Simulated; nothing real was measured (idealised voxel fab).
Process module under the name voxel self aligned contacts
Cross-sectional view cut (width: 285 nm; square cell size: 5 nm).
We lay out every cross-section as a grid of square cells and spell it out in bands from the top down, where one band means one or more rows of cells.
It is stipulated that each band's entry specify, in nanometres, the height of the top of the band and then that of its bottom, followed by the materials of the band in left-to-right sequence, each together with its width in nanometres. A single material marked by the word "everywhere" is understood to fill the band from edge to edge; the word "blank" is understood to denote empty space.
Heights are reckoned from 0. Under this level, the received wafer is all of one material. The bottommost band is open-ended downward, for example "0 down".
The two numbers in a width such as "30->40" mark its ends across the band: the first belongs to the top row of cells, the second to the bottom row, and from each row to the next the width moves by the same amount.
The cross-section has no changed cell in any step marked "nothing altered".
"Enclosed internal cavities" specifies each empty space that is not open to the top and that occupies no fewer than 8 cells, using the form width x height at distance, the distance measured from the left edge and all three quantities in nm.
If you see something after the settings on a step's line, that's the simulator's own remark about that step.
overlay nm: for a step with a mask, the amount by which the mask lay right of where it was planned; a negative amount means left of it.

### This section lists the process steps that were planned
1: RECEIVE | material Si
2: OXIDIZE | depth nm 5
3: DIRECTIONAL_DEP | material polySi | thk nm 20
4: DIRECTIONAL_DEP | material SiN | thk nm 20
5: PATTERN | tone cover | mask id GATE | material resist | width nm 30 | pitch nm 65 | thk nm 20 | overlay nm 0
6: DIRECTIONAL_ETCH | etch materials SiN | depth nm 20
7: DIRECTIONAL_ETCH | etch materials polySi | depth nm 20
8: STRIP | etch materials resist
9: CONFORMAL_DEP | material SiN | thk nm 10
10: DIRECTIONAL_ETCH | etch materials SiN | depth nm 10
11: FILL_DEP | material SiO2 | thk nm 15
12: CMP | height nm 50
13: MASKED_ETCH | tone open | mask id CONTACT | width nm 45 | etch materials SiO2 | depth nm 55 | overlay nm 0
14: CONFORMAL_DEP | material TiN | thk nm 5
15: FILL_DEP | material W | thk nm 10
16: CMP | height nm 50
17: CONFORMAL_DEP | material SiN | thk nm 5

### Concerning the first of two wafers, which was run in accordance with the plan

### Incoming wafer in cross-section (state: after step 1)
- 0 down: Si everywhere
- Enclosed internal cavities: none

### Upon completion of step 2, the wafer appears in cross-section as shown
- 0 to -5: SiO2 everywhere
- Heights below -5 show no change.

### Upon completion of step 3, the wafer appears in cross-section as shown
- 20 to 0: polySi everywhere
- Heights below 0 show no change.

### Upon completion of step 4, the wafer appears in cross-section as shown
- 40 to 20: SiN everywhere
- Heights below 20 show no change.

### Upon completion of step 5, the wafer appears in cross-section as shown
- 60 to 40: blank 95 nm, resist 30 nm, blank 35 nm, resist 30 nm, blank 95 nm
- Heights below 40 show no change.

### Upon completion of step 6, the wafer appears in cross-section as shown
- 60 to 40: blank 95 nm, resist 30 nm, blank 35 nm, resist 30 nm, blank 95 nm
- 40 to 20: blank 95 nm, SiN 30 nm, blank 35 nm, SiN 30 nm, blank 95 nm
- Heights below 20 show no change.

### Upon completion of step 7, the wafer appears in cross-section as shown
- 60 to 40: blank 95 nm, resist 30 nm, blank 35 nm, resist 30 nm, blank 95 nm
- 40 to 20: blank 95 nm, SiN 30 nm, blank 35 nm, SiN 30 nm, blank 95 nm
- 20 to 0: blank 95 nm, polySi 30 nm, blank 35 nm, polySi 30 nm, blank 95 nm
- Heights below 0 show no change.

### Upon completion of step 8, the wafer appears in cross-section as shown
- 40 to 20: blank 95 nm, SiN 30 nm, blank 35 nm, SiN 30 nm, blank 95 nm
- Heights below 20 show no change.

### Upon completion of step 9, the wafer appears in cross-section as shown
- 50 to 20: blank 85 nm, SiN 50 nm, blank 15 nm, SiN 50 nm, blank 85 nm
- 20 to 10: blank 85 nm, SiN 10 nm, polySi 30 nm, SiN 10 nm, blank 15 nm, SiN 10 nm, polySi 30 nm, SiN 10 nm, blank 85 nm
- 10 to 0: SiN 95 nm, polySi 30 nm, SiN 35 nm, polySi 30 nm, SiN 95 nm
- Heights below 0 show no change.

### Upon completion of step 10, the wafer appears in cross-section as shown
- 40 to 20: blank 85 nm, SiN 50 nm, blank 15 nm, SiN 50 nm, blank 85 nm
- 20 to 0: blank 85 nm, SiN 10 nm, polySi 30 nm, SiN 10 nm, blank 15 nm, SiN 10 nm, polySi 30 nm, SiN 10 nm, blank 85 nm
- Heights below 0 show no change.

### Upon completion of step 11, the wafer appears in cross-section as shown
- 55 to 40: SiO2 everywhere
- 40 to 20: SiO2 85 nm, SiN 50 nm, SiO2 15 nm, SiN 50 nm, SiO2 85 nm
- 20 to 0: SiO2 85 nm, SiN 10 nm, polySi 30 nm, SiN 10 nm, SiO2 15 nm, SiN 10 nm, polySi 30 nm, SiN 10 nm, SiO2 85 nm
- Heights below 0 show no change.

### Upon completion of step 12, the wafer appears in cross-section as shown
- 50 to 40: SiO2 everywhere
- Heights below 40 show no change.

### Upon completion of step 13, the wafer appears in cross-section as shown
- 50 to 40: SiO2 120 nm, blank 45 nm, SiO2 120 nm
- 40 to 20: SiO2 85 nm, SiN 50 nm, blank 15 nm, SiN 50 nm, SiO2 85 nm
- 20 to 0: SiO2 85 nm, SiN 10 nm, polySi 30 nm, SiN 10 nm, blank 15 nm, SiN 10 nm, polySi 30 nm, SiN 10 nm, SiO2 85 nm
- 0 to -5: SiO2 135 nm, blank 15 nm, SiO2 135 nm
- Heights below -5 show no change.

### Upon completion of step 14, the wafer appears in cross-section as shown
- 55 to 50: TiN 125 nm, blank 35 nm, TiN 125 nm
- 50 to 40: SiO2 120 nm, TiN 5->20 nm, blank 35->5 nm, TiN 5->20 nm, SiO2 120 nm
- 40 to 20: SiO2 85 nm, SiN 50 nm, TiN 5 nm, blank 5 nm, TiN 5 nm, SiN 50 nm, SiO2 85 nm
- 20 to 0: SiO2 85 nm, SiN 10 nm, polySi 30 nm, SiN 10 nm, TiN 5 nm, blank 5 nm, TiN 5 nm, SiN 10 nm, polySi 30 nm, SiN 10 nm, SiO2 85 nm
- 0 to -5: SiO2 135 nm, TiN 15 nm, SiO2 135 nm
- Heights below -5 show no change.

### Upon completion of step 15, the wafer appears in cross-section as shown
- 65 to 55: W everywhere
- 55 to 50: TiN 125 nm, W 35 nm, TiN 125 nm
- 50 to 40: SiO2 120 nm, TiN 5->20 nm, W 35->5 nm, TiN 5->20 nm, SiO2 120 nm
- 40 to 20: SiO2 85 nm, SiN 50 nm, TiN 5 nm, W 5 nm, TiN 5 nm, SiN 50 nm, SiO2 85 nm
- 20 to 0: SiO2 85 nm, SiN 10 nm, polySi 30 nm, SiN 10 nm, TiN 5 nm, W 5 nm, TiN 5 nm, SiN 10 nm, polySi 30 nm, SiN 10 nm, SiO2 85 nm
- Heights below 0 show no change.

### Upon completion of step 16, the wafer appears in cross-section as shown
- 50 to 40: SiO2 120 nm, TiN 5->20 nm, W 35->5 nm, TiN 5->20 nm, SiO2 120 nm
- Heights below 40 show no change.

### Upon completion of step 17, the wafer appears in cross-section as shown
- 55 to 50: SiN everywhere
- Heights below 50 show no change.

### Okay, second wafer. Nothing different at the start, nothing different in the plan, just one mistake somewhere in the running. As far as step 2, counting that step, it's the first wafer all over again

### Second wafer at the planned finish of step 3, seen in cross-section
- 40 to 0: polySi everywhere
- Heights below 0 show no change.

### Second wafer at the planned finish of step 4, seen in cross-section
- 60 to 40: SiN everywhere
- Heights below 40 show no change.

### Second wafer at the planned finish of step 5, seen in cross-section
- 80 to 60: blank 95 nm, resist 30 nm, blank 35 nm, resist 30 nm, blank 95 nm
- Heights below 60 show no change.

### Second wafer at the planned finish of step 6, seen in cross-section
- 80 to 60: blank 95 nm, resist 30 nm, blank 35 nm, resist 30 nm, blank 95 nm
- 60 to 40: blank 95 nm, SiN 30 nm, blank 35 nm, SiN 30 nm, blank 95 nm
- Heights below 40 show no change.

### Second wafer at the planned finish of step 7, seen in cross-section
- 80 to 60: blank 95 nm, resist 30 nm, blank 35 nm, resist 30 nm, blank 95 nm
- 60 to 40: blank 95 nm, SiN 30 nm, blank 35 nm, SiN 30 nm, blank 95 nm
- 40 to 20: blank 95 nm, polySi 30 nm, blank 35 nm, polySi 30 nm, blank 95 nm
- Heights below 20 show no change.

### Second wafer at the planned finish of step 8, seen in cross-section
- 60 to 40: blank 95 nm, SiN 30 nm, blank 35 nm, SiN 30 nm, blank 95 nm
- Heights below 40 show no change.

### Second wafer at the planned finish of step 9, seen in cross-section
- 70 to 40: blank 85 nm, SiN 50 nm, blank 15 nm, SiN 50 nm, blank 85 nm
- 40 to 30: blank 85 nm, SiN 10 nm, polySi 30 nm, SiN 10 nm, blank 15 nm, SiN 10 nm, polySi 30 nm, SiN 10 nm, blank 85 nm
- 30 to 20: SiN 95 nm, polySi 30 nm, SiN 35 nm, polySi 30 nm, SiN 95 nm
- Heights below 20 show no change.

### Second wafer at the planned finish of step 10, seen in cross-section
- 60 to 40: blank 85 nm, SiN 50 nm, blank 15 nm, SiN 50 nm, blank 85 nm
- 40 to 20: blank 85 nm, SiN 10 nm, polySi 30 nm, SiN 10 nm, blank 15 nm, SiN 10 nm, polySi 30 nm, SiN 10 nm, blank 85 nm
- Heights below 20 show no change.

### Second wafer at the planned finish of step 11, seen in cross-section
- 75 to 60: SiO2 everywhere
- 60 to 40: SiO2 85 nm, SiN 50 nm, SiO2 15 nm, SiN 50 nm, SiO2 85 nm
- 40 to 20: SiO2 85 nm, SiN 10 nm, polySi 30 nm, SiN 10 nm, SiO2 15 nm, SiN 10 nm, polySi 30 nm, SiN 10 nm, SiO2 85 nm
- Heights below 20 show no change.

### Second wafer at the planned finish of step 12, seen in cross-section
- 50 to 40: SiO2 85 nm, SiN 50 nm, SiO2 15 nm, SiN 50 nm, SiO2 85 nm
- Heights below 40 show no change.

### Second wafer at the planned finish of step 13, seen in cross-section
- 50 to 40: SiO2 85 nm, SiN 50 nm, blank 15 nm, SiN 50 nm, SiO2 85 nm
- 40 to 20: SiO2 85 nm, SiN 10 nm, polySi 30 nm, SiN 10 nm, blank 15 nm, SiN 10 nm, polySi 30 nm, SiN 10 nm, SiO2 85 nm
- Heights below 20 show no change.

### Second wafer at the planned finish of step 14, seen in cross-section
- 55 to 50: TiN 140 nm, blank 5 nm, TiN 140 nm
- 50 to 40: SiO2 85 nm, SiN 50 nm, TiN 5 nm, blank 5 nm, TiN 5 nm, SiN 50 nm, SiO2 85 nm
- 40 to 25: SiO2 85 nm, SiN 10 nm, polySi 30 nm, SiN 10 nm, TiN 5 nm, blank 5 nm, TiN 5 nm, SiN 10 nm, polySi 30 nm, SiN 10 nm, SiO2 85 nm
- 25 to 20: SiO2 85 nm, SiN 10 nm, polySi 30 nm, SiN 10 nm, TiN 15 nm, SiN 10 nm, polySi 30 nm, SiN 10 nm, SiO2 85 nm
- Heights below 20 show no change.

### Second wafer at the planned finish of step 15, seen in cross-section
- 65 to 55: W everywhere
- 55 to 50: TiN 140 nm, W 5 nm, TiN 140 nm
- 50 to 40: SiO2 85 nm, SiN 50 nm, TiN 5 nm, W 5 nm, TiN 5 nm, SiN 50 nm, SiO2 85 nm
- 40 to 25: SiO2 85 nm, SiN 10 nm, polySi 30 nm, SiN 10 nm, TiN 5 nm, W 5 nm, TiN 5 nm, SiN 10 nm, polySi 30 nm, SiN 10 nm, SiO2 85 nm
- Heights below 25 show no change.

### Second wafer at the planned finish of step 16, seen in cross-section
- 50 to 40: SiO2 85 nm, SiN 50 nm, TiN 5 nm, W 5 nm, TiN 5 nm, SiN 50 nm, SiO2 85 nm
- Heights below 40 show no change.

### Second wafer at the planned finish of step 17, seen in cross-section
- 55 to 50: SiN everywhere
- Heights below 50 show no change.
Short version of what went wrong: execution of plan step 3 occurred twice
In the final state, the cell counts of the second wafer exceed or fall short of those of the first for the following materials: SiN -40, SiO2 -161, TiN -16, W -11, polySi +228
